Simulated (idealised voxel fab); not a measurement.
This section sets out a process module, namely voxel capacitor over wiring.
The cross-section shown here is cut; it is 260 nm wide and divided into square cells measuring 5 nm on a side.
Throughout this document, each cross-section is represented as a grid of square cells and is presented as a sequence of bands enumerated from the top downward, where a band comprises one or more rows of cells.
Within each band entry, the heights of the top and of the bottom of the band appear first, in that order and in nm; the materials of the band then follow from left to right, each with its corresponding width in nm. The designation "everywhere" on a single material indicates that it fills the band from edge to edge; the designation "empty" indicates empty space.
It should be noted that heights are counted from 0, beneath which the wafer as supplied is of one material throughout, and that the lowest band possesses no lower boundary but continues downward, as written in "0 -> down".
Quick explanation for "30 to 40": the width changes in equal steps down the rows of cells, from the first number in the band's top row to the second number in its bottom row.
Given "no alteration" for a step, no cell of the cross-section differs between before and after that step.
Listed in "Non-vented voids": every empty space of 8 or more cells without an open way to the top. Form: width x height at distance, the distance being from the left edge, all in nm.
It should be noted that, on the line of a given step, the content following the step's settings is a remark produced by the simulator itself with respect to that step.
The "overlay nm" setting may appear on a step's line; for a step that uses a mask, it gives how far to the right of its planned position the mask lay, and a negative value indicates the left.
Pairs follow: section before one process step, section after it down to the lowest changed band, step with settings underneath. Pairs may come from different runs of this module on the same starting wafer; continuity with the pair above only as stated in the "Pre-step view" entry.
Pre-step view:
	85 -> 80: TiN everywhere
	80 -> 70: SiO2 (80) / TiN (75) / SiO2 (105)
	70 -> 65: SiO2 (80) / HfO2 (75) / SiO2 (105)
	65 -> 55: HfO2 everywhere
	55 -> 50: TiN everywhere
	50 -> 35: lowk (80) / Ru (15) / lowk (165)
	35 -> 30: SiCN (80) / Ru (15) / SiCN (165)
	30 -> 15: lowk (60) / SiN (5) / W (30) / SiN (5) / lowk (60) / SiN (5) / W (30) / SiN (5) / lowk (60)
	15 -> 10: SiN (65) / TiN (30) / SiN (70) / TiN (30) / SiN (65)
	10 -> 0: SiO2 everywhere
	0 -> down: Si everywhere
	Non-vented voids: none
after:
	90 -> 85: Cu everywhere
	Lower than 85, everything is as it was.
	Non-vented voids: none
The structure shown above changes from one cross-section to the other through FILL_DEP: material Cu, thk nm 5
Pre-step view: the wafer arrives at this step looking as the after cross-section in the pair just above shows it.
after:
	80 -> 70: SiO2 (80) / TiN (75) / SiO2 (105)
	Lower than 70, everything is as it was.
	Non-vented voids: none
The structure shown above changes from one cross-section to the other through CMP: height nm 80
Pre-step view: the wafer arrives at this step looking as the after cross-section in the pair just above shows it.
after:
	85 -> 80: SiN everywhere
	Lower than 80, everything is as it was.
	Non-vented voids: none
The structure shown above changes from one cross-section to the other through CONFORMAL_DEP: material SiN, thk nm 5
Pre-step view:
	85 -> 70: aC everywhere
	70 -> 60: TiN everywhere
	60 -> 55: HfO2 everywhere
	55 -> 50: TiN everywhere
	50 -> 35: lowk (80) / Ru (15) / lowk (165)
	35 -> 30: SiCN (80) / Ru (15) / SiCN (165)
	30 -> 15: lowk (60) / SiN (5) / W (30) / SiN (5) / lowk (60) / SiN (5) / W (30) / SiN (5) / lowk (60)
	15 -> 10: SiN (65) / TiN (30) / SiN (70) / TiN (30) / SiN (65)
	10 -> 0: SiO2 everywhere
	0 -> down: Si everywhere
	Non-vented voids: none
after:
	120 -> 85: empty (85) / resist (65) / empty (110)
	Lower than 85, everything is as it was.
	Non-vented voids: none
The structure shown above changes from one cross-section to the other through PATTERN: tone cover, mask id UPPER_PLATE, material resist, width nm 65, thk nm 35, overlay nm 0
Pre-step view: the wafer arrives at this step looking as the after cross-section in the pair just above shows it.
after:
	105 -> 85: empty (85) / resist (65) / empty (110)
	85 -> 70: empty (85) / aC (65) / empty (110)
	Lower than 70, everything is as it was.
	Non-vented voids: none
The structure shown above changes from one cross-section to the other through DIRECTIONAL_ETCH: etch materials aC, depth nm 15
Pre-step view: the wafer arrives at this step looking as the after cross-section in the pair just above shows it.
after:
	85 -> 70: empty (85) / aC (65) / empty (110)
	Lower than 70, everything is as it was.
	Non-vented voids: none
The structure shown above changes from one cross-section to the other through STRIP: etch materials resist
Pre-step view: the wafer arrives at this step looking as the after cross-section in the pair just above shows it.
after:
	85 -> 70: empty (85) / aC (65) / empty (110)
	70 -> 60: empty (85) / TiN (65) / empty (110)
	Lower than 60, everything is as it was.
	Non-vented voids: none
The structure shown above changes from one cross-section to the other through DIRECTIONAL_ETCH: etch materials TiN, depth nm 10
Pre-step view: the wafer arrives at this step looking as the after cross-section in the pair just above shows it.
after:
	85 -> 70: empty (85) / aC (65) / empty (110)
	70 -> 60: empty (85) / TiN (65) / empty (110)
	60 -> 55: empty (85) / HfO2 (65) / empty (110)
	Lower than 55, everything is as it was.
	Non-vented voids: none
The structure shown above changes from one cross-section to the other through DIRECTIONAL_ETCH: etch materials HfO2, depth nm 5
Pre-step view: the wafer arrives at this step looking as the after cross-section in the pair just above shows it.
after:
	70 -> 60: empty (85) / TiN (65) / empty (110)
	Lower than 60, everything is as it was.
	Non-vented voids: none
The structure shown above changes from one cross-section to the other through STRIP: etch materials aC
Pre-step view: the wafer arrives at this step looking as the after cross-section in the pair just above shows it.
after:
	85 -> 70: empty (85) / aC (65) / empty (110)
	70 -> 60: aC (85) / TiN (65) / aC (110)
	60 -> 55: aC (85) / HfO2 (65) / aC (110)
	Lower than 55, everything is as it was.
	Non-vented voids: none
The structure shown above changes from one cross-section to the other through DIRECTIONAL_DEP: material aC, thk nm 15
Pre-step view: the wafer arrives at this step looking as the after cross-section in the pair just above shows it.
after:
	115 -> 85: empty (75) / resist (85) / empty (100)
	85 -> 70: empty (75) / resist (10) / aC (65) / resist (10) / empty (100)
	Lower than 70, everything is as it was.
	Non-vented voids: none
The structure shown above changes from one cross-section to the other through PATTERN: tone cover, mask id LOWER_PLATE, material resist, width nm 85, thk nm 30, overlay nm 0
Pre-step view: the wafer arrives at this step looking as the after cross-section in the pair just above shows it.
after:
	100 -> 85: empty (75) / resist (85) / empty (100)
	85 -> 70: empty (75) / resist (10) / aC (65) / resist (10) / empty (100)
	70 -> 60: empty (75) / aC (10) / TiN (65) / aC (10) / empty (100)
	60 -> 55: empty (75) / aC (10) / HfO2 (65) / aC (10) / empty (100)
	Lower than 55, everything is as it was.
	Non-vented voids: none
The structure shown above changes from one cross-section to the other through DIRECTIONAL_ETCH: etch materials aC, depth nm 15
Pre-step view: the wafer arrives at this step looking as the after cross-section in the pair just above shows it.
after:
	85 -> 70: empty (85) / aC (65) / empty (110)
	Lower than 70, everything is as it was.
	Non-vented voids: none
The structure shown above changes from one cross-section to the other through STRIP: etch materials resist
Pre-step view: the wafer arrives at this step looking as the after cross-section in the pair just above shows it.
after:
	85 -> 70: empty (85) / aC (65) / empty (110)
	70 -> 60: empty (75) / aC (10) / TiN (65) / aC (10) / empty (100)
	60 -> 55: empty (75) / aC (10) / HfO2 (65) / aC (10) / empty (100)
	55 -> 50: empty (75) / TiN (85) / empty (100)
	Lower than 50, everything is as it was.
	Non-vented voids: none
The structure shown above changes from one cross-section to the other through DIRECTIONAL_ETCH: etch materials TiN, depth nm 5
Pre-step view: the wafer arrives at this step looking as the after cross-section in the pair just above shows it.
after:
	70 -> 60: empty (85) / TiN (65) / empty (110)
	60 -> 55: empty (85) / HfO2 (65) / empty (110)
	Lower than 55, everything is as it was.
	Non-vented voids: none
The structure shown above changes from one cross-section to the other through STRIP: etch materials aC
Pre-step view: the wafer arrives at this step looking as the after cross-section in the pair just above shows it.
after:
	85 -> 70: SiO2 everywhere
	70 -> 60: SiO2 (85) / TiN (65) / SiO2 (110)
	60 -> 55: SiO2 (85) / HfO2 (65) / SiO2 (110)
	55 -> 50: SiO2 (75) / TiN (85) / SiO2 (100)
	Lower than 50, everything is as it was.
	Non-vented voids: none
The structure shown above changes from one cross-section to the other through FILL_DEP: material SiO2, thk nm 15
Pre-step view: the wafer arrives at this step looking as the after cross-section in the pair just above shows it.
after:
	80 -> 70: SiO2 everywhere
	Lower than 70, everything is as it was.
	Non-vented voids: none
The structure shown above changes from one cross-section to the other through CMP: height nm 80
Pre-step view: the wafer arrives at this step looking as the after cross-section in the pair just above shows it.
after:
	90 -> 80: aC everywhere
	Lower than 80, everything is as it was.
	Non-vented voids: none
The structure shown above changes from one cross-section to the other through DIRECTIONAL_DEP: material aC, thk nm 10
Pre-step view: the wafer arrives at this step looking as the after cross-section in the pair just above shows it.
after:
	115 -> 90: resist (90) / empty (15) / resist (155)
	Lower than 90, everything is as it was.
	Non-vented voids: none
The structure shown above changes from one cross-section to the other through PATTERN: tone open, mask id PLUG_2, material resist, width nm 15, thk nm 25, overlay nm 0
Pre-step view: the wafer arrives at this step looking as the after cross-section in the pair just above shows it.
after:
	105 -> 90: resist (90) / empty (15) / resist (155)
	90 -> 80: aC (90) / empty (15) / aC (155)
	Lower than 80, everything is as it was.
	Non-vented voids: none
The structure shown above changes from one cross-section to the other through DIRECTIONAL_ETCH: etch materials aC, depth nm 10
Pre-step view: the wafer arrives at this step looking as the after cross-section in the pair just above shows it.
after:
	90 -> 80: aC (90) / empty (15) / aC (155)
	Lower than 80, everything is as it was.
	Non-vented voids: none
The structure shown above changes from one cross-section to the other through STRIP: etch materials resist
Pre-step view: the wafer arrives at this step looking as the after cross-section in the pair just above shows it.
after:
	90 -> 80: aC (90) / empty (15) / aC (155)
	80 -> 70: SiO2 (90) / empty (15) / SiO2 (155)
	Lower than 70, everything is as it was.
	Non-vented voids: none
The structure shown above changes from one cross-section to the other through DIRECTIONAL_ETCH: etch materials SiO2, depth nm 10
Pre-step view: the wafer arrives at this step looking as the after cross-section in the pair just above shows it.
after:
	80 -> 70: SiO2 (90) / empty (15) / SiO2 (155)
	Lower than 70, everything is as it was.
	Non-vented voids: none
The structure shown above changes from one cross-section to the other through STRIP: etch materials aC
Pre-step view: the wafer arrives at this step looking as the after cross-section in the pair just above shows it.
after:
	85 -> 80: TiN (95) / empty (5) / TiN (160)
	80 -> 75: SiO2 (90) / TiN (5) / empty (5) / TiN (5) / SiO2 (155)
	75 -> 70: SiO2 (90) / TiN (15) / SiO2 (155)
	Lower than 70, everything is as it was.
	Non-vented voids: none
The structure shown above changes from one cross-section to the other through CONFORMAL_DEP: material TiN, thk nm 5
Pre-step view: the wafer arrives at this step looking as the after cross-section in the pair just above shows it.
after:
	90 -> 85: Cu everywhere
	85 -> 80: TiN (95) / Cu (5) / TiN (160)
	80 -> 75: SiO2 (90) / TiN (5) / Cu (5) / TiN (5) / SiO2 (155)
	Lower than 75, everything is as it was.
	Non-vented voids: none
The structure shown above changes from one cross-section to the other through FILL_DEP: material Cu, thk nm 5
Pre-step view: the wafer arrives at this step looking as the after cross-section in the pair just above shows it.
after:
	80 -> 75: SiO2 (90) / TiN (5) / Cu (5) / TiN (5) / SiO2 (155)
	Lower than 75, everything is as it was.
	Non-vented voids: none
The structure shown above changes from one cross-section to the other through CMP: height nm 80
Pre-step view: the wafer arrives at this step looking as the after cross-section in the pair just above shows it.
after:
	85 -> 80: SiN everywhere
	Lower than 80, everything is as it was.
	Non-vented voids: none
The structure shown above changes from one cross-section to the other through CONFORMAL_DEP: material SiN, thk nm 5
Pre-step view:
	50 -> 35: lowk (80) / empty (15) / lowk (165)
	35 -> 30: SiCN everywhere
	30 -> 15: lowk (60) / SiN (5) / W (30) / SiN (5) / lowk (60) / SiN (5) / W (30) / SiN (5) / lowk (60)
	15 -> 10: SiN (65) / TiN (30) / SiN (70) / TiN (30) / SiN (65)
	10 -> 0: SiO2 everywhere
	0 -> down: Si everywhere
	Non-vented voids: none
after:
	50 -> 35: lowk (80) / empty (15) / lowk (165)
	35 -> 30: SiCN (80) / empty (10) / SiCN (170)
	Lower than 30, everything is as it was.
	Non-vented voids: none
The structure shown above changes from one cross-section to the other through MASKED_ETCH: tone open, mask id PLUG_1, width nm 15, etch materials SiCN, depth nm 5, overlay nm -5
Pre-step view: the wafer arrives at this step looking as the after cross-section in the pair just above shows it.
after:
	50 -> 40: lowk (80) / empty (15) / lowk (165)
	40 -> 35: lowk (80) / Ru (15) / lowk (165)
	35 -> 30: SiCN (80) / Ru (10) / SiCN (170)
	Lower than 30, everything is as it was.
	Non-vented voids: none
The structure shown above changes from one cross-section to the other through EPI: material Ru, thk nm 10
Pre-step view: the wafer arrives at this step looking as the after cross-section in the pair just above shows it.
after:
	50 -> 35: lowk (80) / Ru (15) / lowk (165)
	Lower than 35, everything is as it was.
	Non-vented voids: none
The structure shown above changes from one cross-section to the other through EPI: material Ru, thk nm 10
Pre-step view: the wafer arrives at this step looking as the after cross-section in the pair just above shows it.
after:
	55 -> 50: TiN everywhere
	Lower than 50, everything is as it was.
	Non-vented voids: none
The structure shown above changes from one cross-section to the other through DIRECTIONAL_DEP: material TiN, thk nm 5
Pre-step view: the wafer arrives at this step looking as the after cross-section in the pair just above shows it.
after:
	60 -> 55: HfO2 everywhere
	Lower than 55, everything is as it was.
	Non-vented voids: none
The structure shown above changes from one cross-section to the other through DIRECTIONAL_DEP: material HfO2, thk nm 5
Pre-step view: the wafer arrives at this step looking as the after cross-section in the pair just above shows it.
after:
	70 -> 60: TiN everywhere
	Lower than 60, everything is as it was.
	Non-vented voids: none
The structure shown above changes from one cross-section to the other through DIRECTIONAL_DEP: material TiN, thk nm 10
Pre-step view: the wafer arrives at this step looking as the after cross-section in the pair just above shows it.
after:
	85 -> 70: aC everywhere
	Lower than 70, everything is as it was.
	Non-vented voids: none
The structure shown above changes from one cross-section to the other through DIRECTIONAL_DEP: material aC, thk nm 15
Pre-step view: the wafer arrives at this step looking as the after cross-section in the pair just above shows it.
after:
	120 -> 85: empty (80) / resist (75) / empty (105)
	Lower than 85, everything is as it was.
	Non-vented voids: none
The structure shown above changes from one cross-section to the other through PATTERN: tone cover, mask id UPPER_PLATE, material resist, width nm 75, thk nm 35, overlay nm 0
Pre-step view: the wafer arrives at this step looking as the after cross-section in the pair just above shows it.
after:
	105 -> 85: empty (80) / resist (75) / empty (105)
	85 -> 70: empty (80) / aC (75) / empty (105)
	Lower than 70, everything is as it was.
	Non-vented voids: none
The structure shown above changes from one cross-section to the other through DIRECTIONAL_ETCH: etch materials aC, depth nm 15
Pre-step view: the wafer arrives at this step looking as the after cross-section in the pair just above shows it.
after:
	85 -> 70: empty (80) / aC (75) / empty (105)
	Lower than 70, everything is as it was.
	Non-vented voids: none
The structure shown above changes from one cross-section to the other through STRIP: etch materials resist
Pre-step view: the wafer arrives at this step looking as the after cross-section in the pair just above shows it.
after:
	85 -> 70: empty (80) / aC (75) / empty (105)
	70 -> 60: empty (80) / TiN (75) / empty (105)
	Lower than 60, everything is as it was.
	Non-vented voids: none
The structure shown above changes from one cross-section to the other through DIRECTIONAL_ETCH: etch materials TiN, depth nm 10
Pre-step view: the wafer arrives at this step looking as the after cross-section in the pair just above shows it.
after:
	85 -> 70: empty (80) / aC (75) / empty (105)
	70 -> 60: empty (80) / TiN (75) / empty (105)
	60 -> 55: empty (80) / HfO2 (75) / empty (105)
	Lower than 55, everything is as it was.
	Non-vented voids: none
The structure shown above changes from one cross-section to the other through DIRECTIONAL_ETCH: etch materials HfO2, depth nm 5
Pre-step view: the wafer arrives at this step looking as the after cross-section in the pair just above shows it.
after:
	70 -> 60: empty (80) / TiN (75) / empty (105)
	Lower than 60, everything is as it was.
	Non-vented voids: none
The structure shown above changes from one cross-section to the other through STRIP: etch materials aC
Pre-step view: the wafer arrives at this step looking as the after cross-section in the pair just above shows it.
after:
	85 -> 70: empty (80) / aC (75) / empty (105)
	70 -> 60: aC (80) / TiN (75) / aC (105)
	60 -> 55: aC (80) / HfO2 (75) / aC (105)
	Lower than 55, everything is as it was.
	Non-vented voids: none
The structure shown above changes from one cross-section to the other through DIRECTIONAL_DEP: material aC, thk nm 15
Pre-step view: the wafer arrives at this step looking as the after cross-section in the pair just above shows it.
after:
	115 -> 85: empty (75) / resist (85) / empty (100)
	85 -> 70: empty (75) / resist (5) / aC (75) / resist (5) / empty (100)
	Lower than 70, everything is as it was.
	Non-vented voids: none
The structure shown above changes from one cross-section to the other through PATTERN: tone cover, mask id LOWER_PLATE, material resist, width nm 85, thk nm 30, overlay nm 0
Pre-step view: the wafer arrives at this step looking as the after cross-section in the pair just above shows it.
after:
	100 -> 85: empty (75) / resist (85) / empty (100)
	85 -> 70: empty (75) / resist (5) / aC (75) / resist (5) / empty (100)
	70 -> 60: empty (75) / aC (5) / TiN (75) / aC (5) / empty (100)
	60 -> 55: empty (75) / aC (5) / HfO2 (75) / aC (5) / empty (100)
	Lower than 55, everything is as it was.
	Non-vented voids: none
The structure shown above changes from one cross-section to the other through DIRECTIONAL_ETCH: etch materials aC, depth nm 15
Pre-step view: the wafer arrives at this step looking as the after cross-section in the pair just above shows it.
after:
	85 -> 70: empty (80) / aC (75) / empty (105)
	Lower than 70, everything is as it was.
	Non-vented voids: none
The structure shown above changes from one cross-section to the other through STRIP: etch materials resist
Pre-step view: the wafer arrives at this step looking as the after cross-section in the pair just above shows it.
after:
	85 -> 70: empty (80) / aC (75) / empty (105)
	70 -> 60: empty (75) / aC (5) / TiN (75) / aC (5) / empty (100)
	60 -> 55: empty (75) / aC (5) / HfO2 (75) / aC (5) / empty (100)
	55 -> 50: empty (75) / TiN (85) / empty (100)
	Lower than 50, everything is as it was.
	Non-vented voids: none
The structure shown above changes from one cross-section to the other through DIRECTIONAL_ETCH: etch materials TiN, depth nm 5
Pre-step view: the wafer arrives at this step looking as the after cross-section in the pair just above shows it.
after:
	70 -> 60: empty (80) / TiN (75) / empty (105)
	60 -> 55: empty (80) / HfO2 (75) / empty (105)
	Lower than 55, everything is as it was.
	Non-vented voids: none
The structure shown above changes from one cross-section to the other through STRIP: etch materials aC
Pre-step view: the wafer arrives at this step looking as the after cross-section in the pair just above shows it.
after:
	85 -> 70: SiO2 everywhere
	70 -> 60: SiO2 (80) / TiN (75) / SiO2 (105)
	60 -> 55: SiO2 (80) / HfO2 (75) / SiO2 (105)
	55 -> 50: SiO2 (75) / TiN (85) / SiO2 (100)
	Lower than 50, everything is as it was.
	Non-vented voids: none
The structure shown above changes from one cross-section to the other through FILL_DEP: material SiO2, thk nm 15
Pre-step view: the wafer arrives at this step looking as the after cross-section in the pair just above shows it.
after:
	80 -> 70: SiO2 everywhere
	Lower than 70, everything is as it was.
	Non-vented voids: none
The structure shown above changes from one cross-section to the other through CMP: height nm 80
Pre-step view: the wafer arrives at this step looking as the after cross-section in the pair just above shows it.
after:
	90 -> 80: aC everywhere
	Lower than 80, everything is as it was.
	Non-vented voids: none
The structure shown above changes from one cross-section to the other through DIRECTIONAL_DEP: material aC, thk nm 10
Pre-step view: the wafer arrives at this step looking as the after cross-section in the pair just above shows it.
after:
	115 -> 90: resist (90) / empty (15) / resist (155)
	Lower than 90, everything is as it was.
	Non-vented voids: none
The structure shown above changes from one cross-section to the other through PATTERN: tone open, mask id PLUG_2, material resist, width nm 15, thk nm 25, overlay nm 0
Pre-step view: the wafer arrives at this step looking as the after cross-section in the pair just above shows it.
after:
	105 -> 90: resist (90) / empty (15) / resist (155)
	90 -> 80: aC (90) / empty (15) / aC (155)
	Lower than 80, everything is as it was.
	Non-vented voids: none
The structure shown above changes from one cross-section to the other through DIRECTIONAL_ETCH: etch materials aC, depth nm 10
Pre-step view: the wafer arrives at this step looking as the after cross-section in the pair just above shows it.
after:
	90 -> 80: aC (90) / empty (15) / aC (155)
	Lower than 80, everything is as it was.
	Non-vented voids: none
The structure shown above changes from one cross-section to the other through STRIP: etch materials resist
Pre-step view: the wafer arrives at this step looking as the after cross-section in the pair just above shows it.
after:
	90 -> 80: aC (90) / empty (15) / aC (155)
	80 -> 70: SiO2 (90) / empty (15) / SiO2 (155)
	Lower than 70, everything is as it was.
	Non-vented voids: none
The structure shown above changes from one cross-section to the other through DIRECTIONAL_ETCH: etch materials SiO2, depth nm 10
Pre-step view: the wafer arrives at this step looking as the after cross-section in the pair just above shows it.
after:
	80 -> 70: SiO2 (90) / empty (15) / SiO2 (155)
	Lower than 70, everything is as it was.
	Non-vented voids: none
The structure shown above changes from one cross-section to the other through STRIP: etch materials aC
Pre-step view: the wafer arrives at this step looking as the after cross-section in the pair just above shows it.
after:
	85 -> 80: TiN (95) / empty (5) / TiN (160)
	80 -> 75: SiO2 (90) / TiN (5) / empty (5) / TiN (5) / SiO2 (155)
	75 -> 70: SiO2 (90) / TiN (15) / SiO2 (155)
	Lower than 70, everything is as it was.
	Non-vented voids: none
The structure shown above changes from one cross-section to the other through CONFORMAL_DEP: material TiN, thk nm 5
Pre-step view: the wafer arrives at this step looking as the after cross-section in the pair just above shows it.
after:
	90 -> 85: Cu everywhere
	85 -> 80: TiN (95) / Cu (5) / TiN (160)
	80 -> 75: SiO2 (90) / TiN (5) / Cu (5) / TiN (5) / SiO2 (155)
	Lower than 75, everything is as it was.
	Non-vented voids: none
The structure shown above changes from one cross-section to the other through FILL_DEP: material Cu, thk nm 5
Pre-step view: the wafer arrives at this step looking as the after cross-section in the pair just above shows it.
after:
	80 -> 75: SiO2 (90) / TiN (5) / Cu (5) / TiN (5) / SiO2 (155)
	Lower than 75, everything is as it was.
	Non-vented voids: none
The structure shown above changes from one cross-section to the other through CMP: height nm 80
Pre-step view: the wafer arrives at this step looking as the after cross-section in the pair just above shows it.
after:
	85 -> 80: SiN everywhere
	Lower than 80, everything is as it was.
	Non-vented voids: none
The structure shown above changes from one cross-section to the other through CONFORMAL_DEP: material SiN, thk nm 5
Pre-step view:
	85 -> 80: TiN (95) / empty (5) / TiN (160)
	80 -> 75: SiO2 (90) / TiN (5) / empty (5) / TiN (5) / SiO2 (155)
	75 -> 70: SiO2 (90) / TiN (15) / SiO2 (155)
	70 -> 60: SiO2 (80) / TiN (75) / SiO2 (105)
	60 -> 55: SiO2 (80) / HfO2 (75) / SiO2 (105)
	55 -> 50: SiO2 (75) / TiN (85) / SiO2 (100)
	50 -> 35: lowk (80) / Ru (15) / lowk (165)
	35 -> 30: SiCN (80) / Ru (15) / SiCN (165)
	30 -> 15: lowk (60) / SiN (5) / W (30) / SiN (5) / lowk (60) / SiN (5) / W (30) / SiN (5) / lowk (60)
	15 -> 10: SiN (65) / TiN (30) / SiN (70) / TiN (30) / SiN (65)
	10 -> 0: SiO2 everywhere
	0 -> down: Si everywhere
	Non-vented voids: none
after:
	90 -> 85: SiO2 everywhere
	85 -> 80: TiN (95) / SiO2 (5) / TiN (160)
	80 -> 75: SiO2 (90) / TiN (5) / SiO2 (5) / TiN (5) / SiO2 (155)
	Lower than 75, everything is as it was.
	Non-vented voids: none
The structure shown above changes from one cross-section to the other through FILL_DEP: material SiO2, thk nm 5
Pre-step view: the wafer arrives at this step looking as the after cross-section in the pair just above shows it.
after:
	80 -> 75: SiO2 (90) / TiN (5) / SiO2 (5) / TiN (5) / SiO2 (155)
	Lower than 75, everything is as it was.
	Non-vented voids: none
The structure shown above changes from one cross-section to the other through CMP: height nm 80
Pre-step view: the wafer arrives at this step looking as the after cross-section in the pair just above shows it.
after:
	85 -> 80: SiN everywhere
	Lower than 80, everything is as it was.
	Non-vented voids: none
The structure shown above changes from one cross-section to the other through CONFORMAL_DEP: material SiN, thk nm 5
Pre-step view:
	30 -> 15: W everywhere
	15 -> 10: TiN everywhere
	10 -> 0: SiO2 everywhere
	0 -> down: Si everywhere
	Non-vented voids: none
after:
	30 -> 15: W (65) / empty (30) / W (70) / empty (30) / W (65)
	Lower than 15, everything is as it was.
	Non-vented voids: none
The structure shown above changes from one cross-section to the other through MASKED_ETCH: tone open, mask id METAL_1, width nm 30, pitch nm 100, etch materials W, depth nm 15, overlay nm 0
Pre-step view: the wafer arrives at this step looking as the after cross-section in the pair just above shows it.
after:
	35 -> 30: SiN (70) / empty (20) / SiN (80) / empty (20) / SiN (70)
	30 -> 20: W (65) / SiN (5) / empty (20) / SiN (5) / W (70) / SiN (5) / empty (20) / SiN (5) / W (65)
	20 -> 15: W (65) / SiN (30) / W (70) / SiN (30) / W (65)
	Lower than 15, everything is as it was.
	Non-vented voids: none
The structure shown above changes from one cross-section to the other through CONFORMAL_DEP: material SiN, thk nm 5
Pre-step view: the wafer arrives at this step looking as the after cross-section in the pair just above shows it.
after:
	45 -> 35: lowk everywhere
	35 -> 30: SiN (70) / lowk (20) / SiN (80) / lowk (20) / SiN (70)
	30 -> 20: W (65) / SiN (5) / lowk (20) / SiN (5) / W (70) / SiN (5) / lowk (20) / SiN (5) / W (65)
	Lower than 20, everything is as it was.
	Non-vented voids: none
The structure shown above changes from one cross-section to the other through FILL_DEP: material lowk, thk nm 10
Pre-step view: the wafer arrives at this step looking as the after cross-section in the pair just above shows it.
after:
	30 -> 20: W (65) / SiN (5) / lowk (20) / SiN (5) / W (70) / SiN (5) / lowk (20) / SiN (5) / W (65)
	Lower than 20, everything is as it was.
	Non-vented voids: none
The structure shown above changes from one cross-section to the other through CMP: height nm 30
Pre-step view: the wafer arrives at this step looking as the after cross-section in the pair just above shows it.
after:
	35 -> 30: SiCN everywhere
	Lower than 30, everything is as it was.
	Non-vented voids: none
The structure shown above changes from one cross-section to the other through CONFORMAL_DEP: material SiCN, thk nm 5
Pre-step view: the wafer arrives at this step looking as the after cross-section in the pair just above shows it.
after:
	50 -> 35: lowk everywhere
	Lower than 35, everything is as it was.
	Non-vented voids: none
The structure shown above changes from one cross-section to the other through DIRECTIONAL_DEP: material lowk, thk nm 15
Pre-step view: the wafer arrives at this step looking as the after cross-section in the pair just above shows it.
after:
	50 -> 35: lowk (80) / empty (15) / lowk (165)
	Lower than 35, everything is as it was.
	Non-vented voids: none
The structure shown above changes from one cross-section to the other through MASKED_ETCH: tone open, mask id PLUG_1, width nm 15, etch materials lowk, depth nm 15, overlay nm 0
Pre-step view: the wafer arrives at this step looking as the after cross-section in the pair just above shows it.
after:
	50 -> 35: lowk (80) / empty (15) / lowk (165)
	35 -> 30: SiCN (80) / empty (15) / SiCN (165)
	Lower than 30, everything is as it was.
	Non-vented voids: none
The structure shown above changes from one cross-section to the other through MASKED_ETCH: tone open, mask id PLUG_1, width nm 15, etch materials SiCN, depth nm 5, overlay nm 0
Pre-step view: the wafer arrives at this step looking as the after cross-section in the pair just above shows it.
after:
	55 -> 50: TiN (80) / empty (15) / TiN (165)
	50 -> 35: lowk (80) / empty (15) / lowk (165)
	35 -> 30: SiCN (80) / TiN (15) / SiCN (165)
	Lower than 30, everything is as it was.
	Non-vented voids: none
The structure shown above changes from one cross-section to the other through DIRECTIONAL_DEP: material TiN, thk nm 5
Pre-step view: the wafer arrives at this step looking as the after cross-section in the pair just above shows it.
after:
	60 -> 55: HfO2 (80) / empty (15) / HfO2 (165)
	55 -> 50: TiN (80) / empty (15) / TiN (165)
	50 -> 40: lowk (80) / empty (15) / lowk (165)
	40 -> 35: lowk (80) / HfO2 (15) / lowk (165)
	Lower than 35, everything is as it was.
	Non-vented voids: none
The structure shown above changes from one cross-section to the other through DIRECTIONAL_DEP: material HfO2, thk nm 5
Pre-step view: the wafer arrives at this step looking as the after cross-section in the pair just above shows it.
after:
	70 -> 60: TiN (80) / empty (15) / TiN (165)
	60 -> 55: HfO2 (80) / empty (15) / HfO2 (165)
	55 -> 50: TiN (80) / empty (15) / TiN (165)
	50 -> 40: lowk (80) / TiN (15) / lowk (165)
	Lower than 40, everything is as it was.
	Non-vented voids: none
The structure shown above changes from one cross-section to the other through DIRECTIONAL_DEP: material TiN, thk nm 10
Pre-step view: the wafer arrives at this step looking as the after cross-section in the pair just above shows it.
after:
	85 -> 70: aC (80) / empty (15) / aC (165)
	70 -> 65: TiN (80) / empty (15) / TiN (165)
	65 -> 60: TiN (80) / aC (15) / TiN (165)
	60 -> 55: HfO2 (80) / aC (15) / HfO2 (165)
	55 -> 50: TiN (80) / aC (15) / TiN (165)
	Lower than 50, everything is as it was.
	Non-vented voids: none
The structure shown above changes from one cross-section to the other through DIRECTIONAL_DEP: material aC, thk nm 15
Pre-step view: the wafer arrives at this step looking as the after cross-section in the pair just above shows it.
after:
	120 -> 85: empty (80) / resist (75) / empty (105)
	85 -> 70: aC (80) / resist (15) / aC (165)
	70 -> 65: TiN (80) / resist (15) / TiN (165)
	Lower than 65, everything is as it was.
	Non-vented voids: none
The structure shown above changes from one cross-section to the other through PATTERN: tone cover, mask id UPPER_PLATE, material resist, width nm 75, thk nm 35, overlay nm 0
Pre-step view: the wafer arrives at this step looking as the after cross-section in the pair just above shows it.
after:
	105 -> 85: empty (80) / resist (75) / empty (105)
	85 -> 70: empty (80) / resist (15) / aC (60) / empty (105)
	Lower than 70, everything is as it was.
	Non-vented voids: none
The structure shown above changes from one cross-section to the other through DIRECTIONAL_ETCH: etch materials aC, depth nm 15
Pre-step view: the wafer arrives at this step looking as the after cross-section in the pair just above shows it.
after:
	85 -> 70: empty (95) / aC (60) / empty (105)
	70 -> 65: TiN (80) / empty (15) / TiN (165)
	Lower than 65, everything is as it was.
	Non-vented voids: none
The structure shown above changes from one cross-section to the other through STRIP: etch materials resist
Pre-step view: the wafer arrives at this step looking as the after cross-section in the pair just above shows it.
after:
	85 -> 70: empty (95) / aC (60) / empty (105)
	70 -> 65: empty (95) / TiN (60) / empty (105)
	65 -> 60: empty (80) / aC (15) / TiN (60) / empty (105)
	Lower than 60, everything is as it was.
	Non-vented voids: none
The structure shown above changes from one cross-section to the other through DIRECTIONAL_ETCH: etch materials TiN, depth nm 10
Pre-step view: the wafer arrives at this step looking as the after cross-section in the pair just above shows it.
after:
	85 -> 70: empty (95) / aC (60) / empty (105)
	70 -> 65: empty (95) / TiN (60) / empty (105)
	65 -> 60: empty (80) / aC (15) / TiN (60) / empty (105)
	60 -> 55: empty (80) / aC (15) / HfO2 (60) / empty (105)
	Lower than 55, everything is as it was.
	Non-vented voids: none
The structure shown above changes from one cross-section to the other through DIRECTIONAL_ETCH: etch materials HfO2, depth nm 5
Pre-step view: the wafer arrives at this step looking as the after cross-section in the pair just above shows it.
after:
	70 -> 60: empty (95) / TiN (60) / empty (105)
	60 -> 55: empty (95) / HfO2 (60) / empty (105)
	55 -> 50: TiN (80) / empty (15) / TiN (165)
	Lower than 50, everything is as it was.
	Non-vented voids: none
The structure shown above changes from one cross-section to the other through STRIP: etch materials aC
